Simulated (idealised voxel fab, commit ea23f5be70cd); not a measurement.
process module | voxel transistor to metal
cross-section cut | 295 nm wide | cells 5 nm
A cross-section is a grid of square cells, given in bands from the top down. A band is one or more rows of cells.
Each band's line starts with the height of the band's top and of its bottom, in nm. Then come its materials from left to right, each with its width in nm. One material with "throughout" fills the band from edge to edge. "air" is empty space.
Height 0 is the level under which the wafer as received is all one material. The lowest band goes on downwards, as in "0 down".
A width such as "30 to 40" changes by the same amount from each row of cells to the next, from the band's top row to its bottom row.
"no change" after a step means that no cell of the cross-section changed.
closed voids: empty space of 8 cells or more with no open way to the top, each as width x height at its distance from the left edge, in nm
after a step's settings: what the simulator itself notes on the step
overlay nm, on a step with a mask: how far to the right of its planned place the mask lay; to the left if negative
Each pair below shows a cross-section before one step and the cross-section after it, down to the lowest band that changed. The line under each pair gives the step between them, with its settings. The pairs can come from different runs of this module on the same starting wafer, so a pair continues from the pair above only where its "before" says so.
before
  35 to 30: air 65 | SiN 45 | air 75 | SiN 45 | air 65
  30 to 20: air 65 | SiN 5 | SiO2 5 | SiCN 25 | SiO2 5 | SiN 5 | air 75 | SiN 5 | SiO2 5 | SiCN 25 | SiO2 5 | SiN 5 | air 65
  20 to 15: SiN 50 | air 15 | SiN 5 | SiO2 5 | polySi 25 | SiO2 5 | SiN 5 | air 15 | SiN 45 | air 15 | SiN 5 | SiO2 5 | polySi 25 | SiO2 5 | SiN 5 | air 15 | SiN 50
  15 to 5: HfO2 40 | SiO2 5 | SiN 5 | air 15 | SiN 5 | SiO2 5 | polySi 25 | SiO2 5 | SiN 5 | air 15 | SiN 5 | SiO2 5 | HfO2 25 | SiO2 5 | SiN 5 | air 15 | SiN 5 | SiO2 5 | polySi 25 | SiO2 5 | SiN 5 | air 15 | SiN 5 | SiO2 5 | HfO2 40
  5 to 0: HfO2 40 | SiO2 5 | SiN 25 | SiO2 5 | polySi 25 | SiO2 5 | SiN 25 | SiO2 5 | HfO2 25 | SiO2 5 | SiN 25 | SiO2 5 | polySi 25 | SiO2 5 | SiN 25 | SiO2 5 | HfO2 40
  0 to -5: HfO2 40 | SiO2 95 | HfO2 25 | SiO2 95 | HfO2 40
  -5 to -30: HfO2 40 | Si 95 | HfO2 25 | Si 95 | HfO2 40
  -30 down: Si throughout
  closed voids: none
after
  30 to 20: air 65 | SiN 5 | SiO2 5 | SiCN 25 | SiO2 5 | SiN 5 | air 75 | SiN 5 | SiO2 5 | SiCN 25 | SiO2 5 | SiN 5 | air 65
  20 to 15: air 65 | SiN 5 | SiO2 5 | polySi 25 | SiO2 5 | SiN 5 | air 75 | SiN 5 | SiO2 5 | polySi 25 | SiO2 5 | SiN 5 | air 65
  15 to 0: HfO2 40 | SiO2 5 | SiN 5 | air 15 | SiN 5 | SiO2 5 | polySi 25 | SiO2 5 | SiN 5 | air 15 | SiN 5 | SiO2 5 | HfO2 25 | SiO2 5 | SiN 5 | air 15 | SiN 5 | SiO2 5 | polySi 25 | SiO2 5 | SiN 5 | air 15 | SiN 5 | SiO2 5 | HfO2 40
  below 0: unchanged
  closed voids: none
the step between: op DIRECTIONAL_ETCH | etch materials SiN | depth nm 5
before: the cross-section after the pair above
after
  30 to 25: air 65 | SiN 5 | air 5 | SiCN 25 | air 5 | SiN 5 | air 75 | SiN 5 | air 5 | SiCN 25 | air 5 | SiN 5 | air 65
  25 to 20: air 65 | SiN 5 | SiO2 5 | SiCN 25 | SiO2 5 | SiN 5 | air 75 | SiN 5 | SiO2 5 | SiCN 25 | SiO2 5 | SiN 5 | air 65
  20 to 15: air 65 | SiN 5 | SiO2 5 | polySi 25 | SiO2 5 | SiN 5 | air 75 | SiN 5 | SiO2 5 | polySi 25 | SiO2 5 | SiN 5 | air 65
  15 to 10: HfO2 40 | air 5 | SiN 5 | air 15 | SiN 5 | SiO2 5 | polySi 25 | SiO2 5 | SiN 5 | air 15 | SiN 5 | air 5 | HfO2 25 | air 5 | SiN 5 | air 15 | SiN 5 | SiO2 5 | polySi 25 | SiO2 5 | SiN 5 | air 15 | SiN 5 | air 5 | HfO2 40
  10 to 0: HfO2 40 | SiO2 5 | SiN 5 | air 15 | SiN 5 | SiO2 5 | polySi 25 | SiO2 5 | SiN 5 | air 15 | SiN 5 | SiO2 5 | HfO2 25 | SiO2 5 | SiN 5 | air 15 | SiN 5 | SiO2 5 | polySi 25 | SiO2 5 | SiN 5 | air 15 | SiN 5 | SiO2 5 | HfO2 40
  0 to -5: HfO2 40 | SiO2 10 | air 15 | SiO2 45 | air 15 | SiO2 10 | HfO2 25 | SiO2 10 | air 15 | SiO2 45 | air 15 | SiO2 10 | HfO2 40
  below -5: unchanged
  closed voids: none
the step between: op DIRECTIONAL_ETCH | etch materials SiO2 | depth nm 5
before: the cross-section after the pair above
after
  30 to 25: air 65 | SiN 5 | air 5 | SiCN 25 | air 5 | SiN 5 | air 75 | SiN 5 | air 5 | SiCN 25 | air 5 | SiN 5 | air 65
  25 to 20: air 65 | SiN 5 | SiO2 5 | SiCN 25 | SiO2 5 | SiN 5 | air 75 | SiN 5 | SiO2 5 | SiCN 25 | SiO2 5 | SiN 5 | air 65
  20 to 15: air 65 | SiN 5 | SiO2 5 | polySi 25 | SiO2 5 | SiN 5 | air 75 | SiN 5 | SiO2 5 | polySi 25 | SiO2 5 | SiN 5 | air 65
  15 to 10: HfO2 40 | air 5 | SiN 5 | air 15 | SiN 5 | SiO2 5 | polySi 25 | SiO2 5 | SiN 5 | air 15 | SiN 5 | air 5 | HfO2 25 | air 5 | SiN 5 | air 15 | SiN 5 | SiO2 5 | polySi 25 | SiO2 5 | SiN 5 | air 15 | SiN 5 | air 5 | HfO2 40
  10 to 0: HfO2 40 | SiO2 5 | SiN 5 | air 15 | SiN 5 | SiO2 5 | polySi 25 | SiO2 5 | SiN 5 | air 15 | SiN 5 | SiO2 5 | HfO2 25 | SiO2 5 | SiN 5 | air 15 | SiN 5 | SiO2 5 | polySi 25 | SiO2 5 | SiN 5 | air 15 | SiN 5 | SiO2 5 | HfO2 40
  0 to -5: HfO2 40 | SiO2 10 | air 15 | SiO2 45 | air 15 | SiO2 10 | HfO2 25 | SiO2 10 | air 15 | SiO2 45 | air 15 | SiO2 10 | HfO2 40
  -5 to -20: HfO2 40 | Si 10 | air 15 | Si 45 | air 15 | Si 10 | HfO2 25 | Si 10 | air 15 | Si 45 | air 15 | Si 10 | HfO2 40
  below -20: unchanged
  closed voids: none
the step between: op DIRECTIONAL_ETCH | etch materials Si | depth nm 15
before: the cross-section after the pair above
after
  30 to 25: air 65 | SiN 5 | air 5 | SiCN 25 | air 5 | SiN 5 | air 75 | SiN 5 | air 5 | SiCN 25 | air 5 | SiN 5 | air 65
  25 to 20: air 65 | SiN 5 | SiO2 5 | SiCN 25 | SiO2 5 | SiN 5 | air 75 | SiN 5 | SiO2 5 | SiCN 25 | SiO2 5 | SiN 5 | air 65
  20 to 15: air 65 | SiN 5 | SiO2 5 | polySi 25 | SiO2 5 | SiN 5 | air 75 | SiN 5 | SiO2 5 | polySi 25 | SiO2 5 | SiN 5 | air 65
  15 to 10: HfO2 40 | air 5 | SiN 5 | air 15 | SiN 5 | SiO2 5 | polySi 25 | SiO2 5 | SiN 5 | air 15 | SiN 5 | air 5 | HfO2 25 | air 5 | SiN 5 | air 15 | SiN 5 | SiO2 5 | polySi 25 | SiO2 5 | SiN 5 | air 15 | SiN 5 | air 5 | HfO2 40
  10 to 0: HfO2 40 | SiO2 5 | SiN 5 | nSi 15 | SiN 5 | SiO2 5 | polySi 25 | SiO2 5 | SiN 5 | nSi 15 | SiN 5 | SiO2 5 | HfO2 25 | SiO2 5 | SiN 5 | nSi 15 | SiN 5 | SiO2 5 | polySi 25 | SiO2 5 | SiN 5 | nSi 15 | SiN 5 | SiO2 5 | HfO2 40
  0 to -5: HfO2 40 | SiO2 10 | nSi 15 | SiO2 45 | nSi 15 | SiO2 10 | HfO2 25 | SiO2 10 | nSi 15 | SiO2 45 | nSi 15 | SiO2 10 | HfO2 40
  -5 to -20: HfO2 40 | Si 10 | nSi 15 | Si 45 | nSi 15 | Si 10 | HfO2 25 | Si 10 | nSi 15 | Si 45 | nSi 15 | Si 10 | HfO2 40
  below -20: unchanged
  closed voids: none
the step between: op EPI | material nSi | thk nm 15
before: the cross-section after the pair above
after
  40 to 30: SiO2 throughout
  30 to 20: SiO2 65 | SiN 5 | SiO2 5 | SiCN 25 | SiO2 5 | SiN 5 | SiO2 75 | SiN 5 | SiO2 5 | SiCN 25 | SiO2 5 | SiN 5 | SiO2 65
  20 to 15: SiO2 65 | SiN 5 | SiO2 5 | polySi 25 | SiO2 5 | SiN 5 | SiO2 75 | SiN 5 | SiO2 5 | polySi 25 | SiO2 5 | SiN 5 | SiO2 65
  15 to 10: HfO2 40 | SiO2 5 | SiN 5 | SiO2 15 | SiN 5 | SiO2 5 | polySi 25 | SiO2 5 | SiN 5 | SiO2 15 | SiN 5 | SiO2 5 | HfO2 25 | SiO2 5 | SiN 5 | SiO2 15 | SiN 5 | SiO2 5 | polySi 25 | SiO2 5 | SiN 5 | SiO2 15 | SiN 5 | SiO2 5 | HfO2 40
  below 10: unchanged
  closed voids: none
the step between: op FILL_DEP | material SiO2 | thk nm 10
before: the cross-section after the pair above
after
  20 to 15: SiO2 65 | SiN 5 | SiO2 5 | polySi 25 | SiO2 5 | SiN 5 | SiO2 75 | SiN 5 | SiO2 5 | polySi 25 | SiO2 5 | SiN 5 | SiO2 65
  below 15: unchanged
  closed voids: none
the step between: op CMP | height nm 20
before: the cross-section after the pair above
after
  20 to 15: SiO2 65 | SiN 5 | SiO2 5 | air 25 | SiO2 5 | SiN 5 | SiO2 75 | SiN 5 | SiO2 5 | air 25 | SiO2 5 | SiN 5 | SiO2 65
  15 to 10: HfO2 40 | SiO2 5 | SiN 5 | SiO2 15 | SiN 5 | SiO2 5 | air 25 | SiO2 5 | SiN 5 | SiO2 15 | SiN 5 | SiO2 5 | HfO2 25 | SiO2 5 | SiN 5 | SiO2 15 | SiN 5 | SiO2 5 | air 25 | SiO2 5 | SiN 5 | SiO2 15 | SiN 5 | SiO2 5 | HfO2 40
  10 to 0: HfO2 40 | SiO2 5 | SiN 5 | nSi 15 | SiN 5 | SiO2 5 | air 25 | SiO2 5 | SiN 5 | nSi 15 | SiN 5 | SiO2 5 | HfO2 25 | SiO2 5 | SiN 5 | nSi 15 | SiN 5 | SiO2 5 | air 25 | SiO2 5 | SiN 5 | nSi 15 | SiN 5 | SiO2 5 | HfO2 40
  below 0: unchanged
  closed voids: none
the step between: op STRIP | etch materials polySi
before: the cross-section after the pair above
after
  20 to 15: air 65 | SiN 5 | air 35 | SiN 5 | air 75 | SiN 5 | air 35 | SiN 5 | air 65
  15 to 10: HfO2 40 | SiO2 5 | SiN 5 | SiO2 15 | SiN 5 | air 35 | SiN 5 | SiO2 15 | SiN 5 | SiO2 5 | HfO2 25 | SiO2 5 | SiN 5 | SiO2 15 | SiN 5 | air 35 | SiN 5 | SiO2 15 | SiN 5 | SiO2 5 | HfO2 40
  10 to 0: HfO2 40 | SiO2 5 | SiN 5 | nSi 15 | SiN 5 | air 35 | SiN 5 | nSi 15 | SiN 5 | SiO2 5 | HfO2 25 | SiO2 5 | SiN 5 | nSi 15 | SiN 5 | air 35 | SiN 5 | nSi 15 | SiN 5 | SiO2 5 | HfO2 40
  0 to -5: HfO2 40 | SiO2 10 | nSi 15 | SiO2 5 | air 35 | SiO2 5 | nSi 15 | SiO2 10 | HfO2 25 | SiO2 10 | nSi 15 | SiO2 5 | air 35 | SiO2 5 | nSi 15 | SiO2 10 | HfO2 40
  below -5: unchanged
  closed voids: none
the step between: op SELECTIVE_ETCH | etch materials SiO2 | depth nm 5
before: the cross-section after the pair above
after
  25 to 20: air 60 | HfO2 15 | air 25 | HfO2 15 | air 65 | HfO2 15 | air 25 | HfO2 15 | air 60
  20 to 15: HfO2 65 | SiN 5 | HfO2 5 | air 25 | HfO2 5 | SiN 5 | HfO2 75 | SiN 5 | HfO2 5 | air 25 | HfO2 5 | SiN 5 | HfO2 65
  15 to 10: HfO2 40 | SiO2 5 | SiN 5 | SiO2 15 | SiN 5 | HfO2 5 | air 25 | HfO2 5 | SiN 5 | SiO2 15 | SiN 5 | SiO2 5 | HfO2 25 | SiO2 5 | SiN 5 | SiO2 15 | SiN 5 | HfO2 5 | air 25 | HfO2 5 | SiN 5 | SiO2 15 | SiN 5 | SiO2 5 | HfO2 40
  10 to 0: HfO2 40 | SiO2 5 | SiN 5 | nSi 15 | SiN 5 | HfO2 5 | air 25 | HfO2 5 | SiN 5 | nSi 15 | SiN 5 | SiO2 5 | HfO2 25 | SiO2 5 | SiN 5 | nSi 15 | SiN 5 | HfO2 5 | air 25 | HfO2 5 | SiN 5 | nSi 15 | SiN 5 | SiO2 5 | HfO2 40
  0 to -5: HfO2 40 | SiO2 10 | nSi 15 | SiO2 5 | HfO2 35 | SiO2 5 | nSi 15 | SiO2 10 | HfO2 25 | SiO2 10 | nSi 15 | SiO2 5 | HfO2 35 | SiO2 5 | nSi 15 | SiO2 10 | HfO2 40
  below -5: unchanged
  closed voids: none
the step between: op CONFORMAL_DEP | material HfO2 | thk nm 5
before: the cross-section after the pair above
after
  30 to 25: air 55 | TiN 25 | air 15 | TiN 25 | air 55 | TiN 25 | air 15 | TiN 25 | air 55
  25 to 20: TiN 60 | HfO2 15 | TiN 5 | air 15 | TiN 5 | HfO2 15 | TiN 65 | HfO2 15 | TiN 5 | air 15 | TiN 5 | HfO2 15 | TiN 60
  20 to 15: HfO2 65 | SiN 5 | HfO2 5 | TiN 5 | air 15 | TiN 5 | HfO2 5 | SiN 5 | HfO2 75 | SiN 5 | HfO2 5 | TiN 5 | air 15 | TiN 5 | HfO2 5 | SiN 5 | HfO2 65
  15 to 10: HfO2 40 | SiO2 5 | SiN 5 | SiO2 15 | SiN 5 | HfO2 5 | TiN 5 | air 15 | TiN 5 | HfO2 5 | SiN 5 | SiO2 15 | SiN 5 | SiO2 5 | HfO2 25 | SiO2 5 | SiN 5 | SiO2 15 | SiN 5 | HfO2 5 | TiN 5 | air 15 | TiN 5 | HfO2 5 | SiN 5 | SiO2 15 | SiN 5 | SiO2 5 | HfO2 40
  10 to 5: HfO2 40 | SiO2 5 | SiN 5 | nSi 15 | SiN 5 | HfO2 5 | TiN 5 | air 15 | TiN 5 | HfO2 5 | SiN 5 | nSi 15 | SiN 5 | SiO2 5 | HfO2 25 | SiO2 5 | SiN 5 | nSi 15 | SiN 5 | HfO2 5 | TiN 5 | air 15 | TiN 5 | HfO2 5 | SiN 5 | nSi 15 | SiN 5 | SiO2 5 | HfO2 40
  5 to 0: HfO2 40 | SiO2 5 | SiN 5 | nSi 15 | SiN 5 | HfO2 5 | TiN 25 | HfO2 5 | SiN 5 | nSi 15 | SiN 5 | SiO2 5 | HfO2 25 | SiO2 5 | SiN 5 | nSi 15 | SiN 5 | HfO2 5 | TiN 25 | HfO2 5 | SiN 5 | nSi 15 | SiN 5 | SiO2 5 | HfO2 40
  below 0: unchanged
  closed voids: none
the step between: op CONFORMAL_DEP | material TiN | thk nm 5
before: the cross-section after the pair above
after
  35 to 30: W throughout
  30 to 25: W 55 | TiN 25 | W 15 | TiN 25 | W 55 | TiN 25 | W 15 | TiN 25 | W 55
  25 to 20: TiN 60 | HfO2 15 | TiN 5 | W 15 | TiN 5 | HfO2 15 | TiN 65 | HfO2 15 | TiN 5 | W 15 | TiN 5 | HfO2 15 | TiN 60
  20 to 15: HfO2 65 | SiN 5 | HfO2 5 | TiN 5 | W 15 | TiN 5 | HfO2 5 | SiN 5 | HfO2 75 | SiN 5 | HfO2 5 | TiN 5 | W 15 | TiN 5 | HfO2 5 | SiN 5 | HfO2 65
  15 to 10: HfO2 40 | SiO2 5 | SiN 5 | SiO2 15 | SiN 5 | HfO2 5 | TiN 5 | W 15 | TiN 5 | HfO2 5 | SiN 5 | SiO2 15 | SiN 5 | SiO2 5 | HfO2 25 | SiO2 5 | SiN 5 | SiO2 15 | SiN 5 | HfO2 5 | TiN 5 | W 15 | TiN 5 | HfO2 5 | SiN 5 | SiO2 15 | SiN 5 | SiO2 5 | HfO2 40
  10 to 5: HfO2 40 | SiO2 5 | SiN 5 | nSi 15 | SiN 5 | HfO2 5 | TiN 5 | W 15 | TiN 5 | HfO2 5 | SiN 5 | nSi 15 | SiN 5 | SiO2 5 | HfO2 25 | SiO2 5 | SiN 5 | nSi 15 | SiN 5 | HfO2 5 | TiN 5 | W 15 | TiN 5 | HfO2 5 | SiN 5 | nSi 15 | SiN 5 | SiO2 5 | HfO2 40
  below 5: unchanged
  closed voids: none
the step between: op FILL_DEP | material W | thk nm 5
before: the cross-section after the pair above
after
  15 to 10: HfO2 40 | SiO2 5 | SiN 5 | SiO2 15 | SiN 5 | HfO2 5 | TiN 5 | W 15 | TiN 5 | HfO2 5 | SiN 5 | SiO2 15 | SiN 5 | SiO2 5 | HfO2 25 | SiO2 5 | SiN 5 | SiO2 15 | SiN 5 | HfO2 5 | TiN 5 | W 15 | TiN 5 | HfO2 5 | SiN 5 | SiO2 15 | SiN 5 | SiO2 5 | HfO2 40
  below 10: unchanged
  closed voids: none
the step between: op CMP | height nm 15
before: the cross-section after the pair above
after
  25 to 15: SiO2 throughout
  below 15: unchanged
  closed voids: none
the step between: op DIRECTIONAL_DEP | material SiO2 | thk nm 10
before: the cross-section after the pair above
after
  25 to 15: SiO2 45 | air 15 | SiO2 55 | air 15 | SiO2 35 | air 15 | SiO2 55 | air 15 | SiO2 45
  15 to 10: HfO2 40 | SiO2 5 | SiN 5 | air 10 | SiO2 5 | SiN 5 | HfO2 5 | TiN 5 | W 15 | TiN 5 | HfO2 5 | SiN 5 | SiO2 5 | air 10 | SiN 5 | SiO2 5 | HfO2 25 | SiO2 5 | SiN 5 | air 10 | SiO2 5 | SiN 5 | HfO2 5 | TiN 5 | W 15 | TiN 5 | HfO2 5 | SiN 5 | SiO2 5 | air 10 | SiN 5 | SiO2 5 | HfO2 40
  below 10: unchanged
  closed voids: none
the step between: op MASKED_ETCH | tone open | mask id CONTACT | width nm 15 | etch materials SiO2 | depth nm 15 | overlay nm 0
before: the cross-section after the pair above
after
  30 to 25: TiN 50 | air 5 | TiN 65 | air 5 | TiN 45 | air 5 | TiN 65 | air 5 | TiN 50
  25 to 20: SiO2 45 | TiN 5 | air 5 | TiN 5 | SiO2 55 | TiN 5 | air 5 | TiN 5 | SiO2 35 | TiN 5 | air 5 | TiN 5 | SiO2 55 | TiN 5 | air 5 | TiN 5 | SiO2 45
  20 to 15: SiO2 45 | TiN 15 | SiO2 55 | TiN 15 | SiO2 35 | TiN 15 | SiO2 55 | TiN 15 | SiO2 45
  15 to 10: HfO2 40 | SiO2 5 | SiN 5 | TiN 10 | SiO2 5 | SiN 5 | HfO2 5 | TiN 5 | W 15 | TiN 5 | HfO2 5 | SiN 5 | SiO2 5 | TiN 10 | SiN 5 | SiO2 5 | HfO2 25 | SiO2 5 | SiN 5 | TiN 10 | SiO2 5 | SiN 5 | HfO2 5 | TiN 5 | W 15 | TiN 5 | HfO2 5 | SiN 5 | SiO2 5 | TiN 10 | SiN 5 | SiO2 5 | HfO2 40
  below 10: unchanged
  closed voids: none
the step between: op CONFORMAL_DEP | material TiN | thk nm 5
before: the cross-section after the pair above
after
  40 to 30: Ru throughout
  30 to 25: TiN 50 | Ru 5 | TiN 65 | Ru 5 | TiN 45 | Ru 5 | TiN 65 | Ru 5 | TiN 50
  25 to 20: SiO2 45 | TiN 5 | Ru 5 | TiN 5 | SiO2 55 | TiN 5 | Ru 5 | TiN 5 | SiO2 35 | TiN 5 | Ru 5 | TiN 5 | SiO2 55 | TiN 5 | Ru 5 | TiN 5 | SiO2 45
  below 20: unchanged
  closed voids: none
the step between: op FILL_DEP | material Ru | thk nm 10
before: the cross-section after the pair above
after
  25 to 20: SiO2 45 | TiN 5 | Ru 5 | TiN 5 | SiO2 55 | TiN 5 | Ru 5 | TiN 5 | SiO2 35 | TiN 5 | Ru 5 | TiN 5 | SiO2 55 | TiN 5 | Ru 5 | TiN 5 | SiO2 45
  below 20: unchanged
  closed voids: none
the step between: op CMP | height nm 25
before: the cross-section after the pair above
after
  30 to 25: TiN throughout
  below 25: unchanged
  closed voids: none
the step between: op DIRECTIONAL_DEP | material TiN | thk nm 5
before: the cross-section after the pair above
after
  50 to 30: Ru throughout
  below 30: unchanged
  closed voids: none
the step between: op DIRECTIONAL_DEP | material Ru | thk nm 20
before: the cross-section after the pair above
after
  60 to 50: aC throughout
  below 50: unchanged
  closed voids: none
the step between: op DIRECTIONAL_DEP | material aC | thk nm 10
before: the cross-section after the pair above
after
  90 to 60: air 45 | resist 15 | air 55 | resist 15 | air 35 | resist 15 | air 55 | resist 15 | air 45
  below 60: unchanged
  closed voids: none
the step between: op PATTERN | tone cover | mask id METAL_1 | material resist | width nm 15 | thk nm 30 | overlay nm 0
before: the cross-section after the pair above
after
  80 to 60: air 45 | resist 15 | air 55 | resist 15 | air 35 | resist 15 | air 55 | resist 15 | air 45
  60 to 50: air 45 | aC 15 | air 55 | aC 15 | air 35 | aC 15 | air 55 | aC 15 | air 45
  below 50: unchanged
  closed voids: none
the step between: op DIRECTIONAL_ETCH | etch materials aC | depth nm 10
before: the cross-section after the pair above
after
  60 to 50: air 45 | aC 15 | air 55 | aC 15 | air 35 | aC 15 | air 55 | aC 15 | air 45
  below 50: unchanged
  closed voids: none
the step between: op STRIP | etch materials resist
before: the cross-section after the pair above
after
  60 to 50: air 45 | aC 15 | air 55 | aC 15 | air 35 | aC 15 | air 55 | aC 15 | air 45
  50 to 30: air 45 | Ru 15 | air 55 | Ru 15 | air 35 | Ru 15 | air 55 | Ru 15 | air 45
  below 30: unchanged
  closed voids: none
the step between: op DIRECTIONAL_ETCH | etch materials Ru | depth nm 20
before: the cross-section after the pair above
after
  60 to 50: air 45 | aC 15 | air 55 | aC 15 | air 35 | aC 15 | air 55 | aC 15 | air 45
  50 to 30: air 45 | Ru 15 | air 55 | Ru 15 | air 35 | Ru 15 | air 55 | Ru 15 | air 45
  30 to 25: air 45 | TiN 15 | air 55 | TiN 15 | air 35 | TiN 15 | air 55 | TiN 15 | air 45
  below 25: unchanged
  closed voids: none
the step between: op DIRECTIONAL_ETCH | etch materials TiN | depth nm 5
before: the cross-section after the pair above
after
  50 to 30: air 45 | Ru 15 | air 55 | Ru 15 | air 35 | Ru 15 | air 55 | Ru 15 | air 45
  below 30: unchanged
  closed voids: none
the step between: op STRIP | etch materials aC
before: the cross-section after the pair above
after
  55 to 50: air 40 | SiCN 25 | air 45 | SiCN 25 | air 25 | SiCN 25 | air 45 | SiCN 25 | air 40
  50 to 30: air 40 | SiCN 5 | Ru 15 | SiCN 5 | air 45 | SiCN 5 | Ru 15 | SiCN 5 | air 25 | SiCN 5 | Ru 15 | SiCN 5 | air 45 | SiCN 5 | Ru 15 | SiCN 5 | air 40
  30 to 25: SiCN 45 | TiN 15 | SiCN 55 | TiN 15 | SiCN 35 | TiN 15 | SiCN 55 | TiN 15 | SiCN 45
  below 25: unchanged
  closed voids: none
the step between: op CONFORMAL_DEP | material SiCN | thk nm 5
before: the cross-section after the pair above
after
  65 to 55: SiO2 throughout
  55 to 50: SiO2 40 | SiCN 25 | SiO2 45 | SiCN 25 | SiO2 25 | SiCN 25 | SiO2 45 | SiCN 25 | SiO2 40
  50 to 30: SiO2 40 | SiCN 5 | Ru 15 | SiCN 5 | SiO2 45 | SiCN 5 | Ru 15 | SiCN 5 | SiO2 25 | SiCN 5 | Ru 15 | SiCN 5 | SiO2 45 | SiCN 5 | Ru 15 | SiCN 5 | SiO2 40
  below 30: unchanged
  closed voids: none
the step between: op FILL_DEP | material SiO2 | thk nm 10
before: the cross-section after the pair above
after
  50 to 30: SiO2 40 | SiCN 5 | Ru 15 | SiCN 5 | SiO2 45 | SiCN 5 | Ru 15 | SiCN 5 | SiO2 25 | SiCN 5 | Ru 15 | SiCN 5 | SiO2 45 | SiCN 5 | Ru 15 | SiCN 5 | SiO2 40
  below 30: unchanged
  closed voids: none
the step between: op CMP | height nm 50
before: the cross-section after the pair above
after
  55 to 50: SiCN throughout
  below 50: unchanged
  closed voids: none
the step between: op CONFORMAL_DEP | material SiCN | thk nm 5
before
  25 to 15: aC throughout
  15 to 5: SiN throughout
  5 to 0: SiO2 throughout
  0 down: Si throughout
  closed voids: none
after
  50 to 25: resist 40 | air 95 | resist 25 | air 95 | resist 40
  below 25: unchanged
  closed voids: none
the step between: op PATTERN | tone open | mask id ACTIVE | material resist | width nm 95 | pitch nm 120 | thk nm 25 | overlay nm 0
before: the cross-section after the pair above
after
  40 to 25: resist 40 | air 95 | resist 25 | air 95 | resist 40
  25 to 15: aC 40 | air 95 | aC 25 | air 95 | aC 40
  below 15: unchanged
  closed voids: none
the step between: op DIRECTIONAL_ETCH | etch materials aC | depth nm 10
before: the cross-section after the pair above
after
  25 to 15: aC 40 | air 95 | aC 25 | air 95 | aC 40
  below 15: unchanged
  closed voids: none
the step between: op STRIP | etch materials resist
before: the cross-section after the pair above
after
  25 to 15: aC 40 | air 95 | aC 25 | air 95 | aC 40
  15 to 5: SiN 40 | air 95 | SiN 25 | air 95 | SiN 40
  below 5: unchanged
  closed voids: none
the step between: op DIRECTIONAL_ETCH | etch materials SiN | depth nm 10
before: the cross-section after the pair above
after
  25 to 15: aC 40 | air 95 | aC 25 | air 95 | aC 40
  15 to 5: SiN 40 | air 95 | SiN 25 | air 95 | SiN 40
  5 to 0: SiO2 40 | air 95 | SiO2 25 | air 95 | SiO2 40
  below 0: unchanged
  closed voids: none
the step between: op DIRECTIONAL_ETCH | etch materials SiO2 | depth nm 5
before: the cross-section after the pair above
after
  25 to 15: aC 40 | air 95 | aC 25 | air 95 | aC 40
  15 to 5: SiN 40 | air 95 | SiN 25 | air 95 | SiN 40
  5 to 0: SiO2 40 | air 95 | SiO2 25 | air 95 | SiO2 40
  0 to -30: Si 40 | air 95 | Si 25 | air 95 | Si 40
  below -30: unchanged
  closed voids: none
the step between: op DIRECTIONAL_ETCH | etch materials Si | depth nm 30
before: the cross-section after the pair above
after
  15 to 5: SiN 40 | air 95 | SiN 25 | air 95 | SiN 40
  below 5: unchanged
  closed voids: none
the step between: op STRIP | etch materials aC
before: the cross-section after the pair above
after
  25 to 15: SiO2 throughout
  15 to 5: SiN 40 | SiO2 95 | SiN 25 | SiO2 95 | SiN 40
  5 to 0: SiO2 throughout
  0 to -30: Si 40 | SiO2 95 | Si 25 | SiO2 95 | Si 40
  below -30: unchanged
  closed voids: none
the step between: op FILL_DEP | material SiO2 | thk nm 10
before: the cross-section after the pair above
after
  15 to 5: SiN 40 | SiO2 95 | SiN 25 | SiO2 95 | SiN 40
  below 5: unchanged
  closed voids: none
the step between: op CMP | height nm 15
before: the cross-section after the pair above
after
  15 to 10: SiN 40 | air 95 | SiN 25 | air 95 | SiN 40
  below 10: unchanged
  closed voids: none
the step between: op SELECTIVE_ETCH | etch materials SiO2 | depth nm 5
before: the cross-section after the pair above
after
  10 to 5: air 40 | SiO2 95 | air 25 | SiO2 95 | air 40
  below 5: unchanged
  closed voids: none
the step between: op STRIP | etch materials SiN
before: the cross-section after the pair above
after
  5 to 0: air 45 | SiO2 85 | air 35 | SiO2 85 | air 45
  below 0: unchanged
  closed voids: none
the step between: op SELECTIVE_ETCH | etch materials SiO2 | depth nm 5
before: the cross-section after the pair above
after
  5 to 0: air 45 | SiO2 85 | air 35 | SiO2 85 | air 45
  0 to -5: SiO2 throughout
  below -5: unchanged
  closed voids: none
the step between: op OXIDIZE | depth nm 5
before: the cross-section after the pair above
after
  25 to 20: air 45 | polySi 85 | air 35 | polySi 85 | air 45
  20 to 5: polySi throughout
  5 to 0: polySi 45 | SiO2 85 | polySi 35 | SiO2 85 | polySi 45
  below 0: unchanged
  closed voids: none
the step between: op DIRECTIONAL_DEP | material polySi | thk nm 20
before: the cross-section after the pair above
after
  35 to 30: air 45 | SiCN 85 | air 35 | SiCN 85 | air 45
  30 to 25: SiCN throughout
  25 to 20: SiCN 45 | polySi 85 | SiCN 35 | polySi 85 | SiCN 45
  below 20: unchanged
  closed voids: none
the step between: op DIRECTIONAL_DEP | material SiCN | thk nm 10
before: the cross-section after the pair above
after
  35 to 25: air 75 | SiCN 25 | air 95 | SiCN 25 | air 75
  25 to 20: air 45 | polySi 85 | air 35 | polySi 85 | air 45
  below 20: unchanged
  closed voids: none
the step between: op MASKED_ETCH | tone cover | mask id GATE | width nm 25 | pitch nm 120 | etch materials SiCN | depth nm 20 | overlay nm 0
before: the cross-section after the pair above
after
  35 to 25: air 75 | SiCN 25 | air 95 | SiCN 25 | air 75
  25 to 5: air 75 | polySi 25 | air 95 | polySi 25 | air 75
  5 to 0: air 45 | SiO2 85 | air 35 | SiO2 85 | air 45
  below 0: unchanged
  closed voids: none
the step between: op MASKED_ETCH | tone cover | mask id GATE | width nm 25 | pitch nm 120 | etch materials polySi | depth nm 30 | overlay nm 0
before: the cross-section after the pair above
after
  40 to 35: air 70 | SiO2 35 | air 85 | SiO2 35 | air 70
  35 to 25: air 70 | SiO2 5 | SiCN 25 | SiO2 5 | air 85 | SiO2 5 | SiCN 25 | SiO2 5 | air 70
  25 to 10: air 70 | SiO2 5 | polySi 25 | SiO2 5 | air 85 | SiO2 5 | polySi 25 | SiO2 5 | air 70
  10 to 5: air 40 | SiO2 35 | polySi 25 | SiO2 35 | air 25 | SiO2 35 | polySi 25 | SiO2 35 | air 40
  5 to -5: SiO2 throughout
  below -5: unchanged
  closed voids: none
the step between: op CONFORMAL_DEP | material SiO2 | thk nm 5
before: the cross-section after the pair above
after
  35 to 25: air 70 | SiO2 5 | SiCN 25 | SiO2 5 | air 85 | SiO2 5 | SiCN 25 | SiO2 5 | air 70
  25 to 5: air 70 | SiO2 5 | polySi 25 | SiO2 5 | air 85 | SiO2 5 | polySi 25 | SiO2 5 | air 70
  5 to 0: air 40 | SiO2 95 | air 25 | SiO2 95 | air 40
  below 0: unchanged
  closed voids: none
the step between: op DIRECTIONAL_ETCH | etch materials SiO2 | depth nm 5
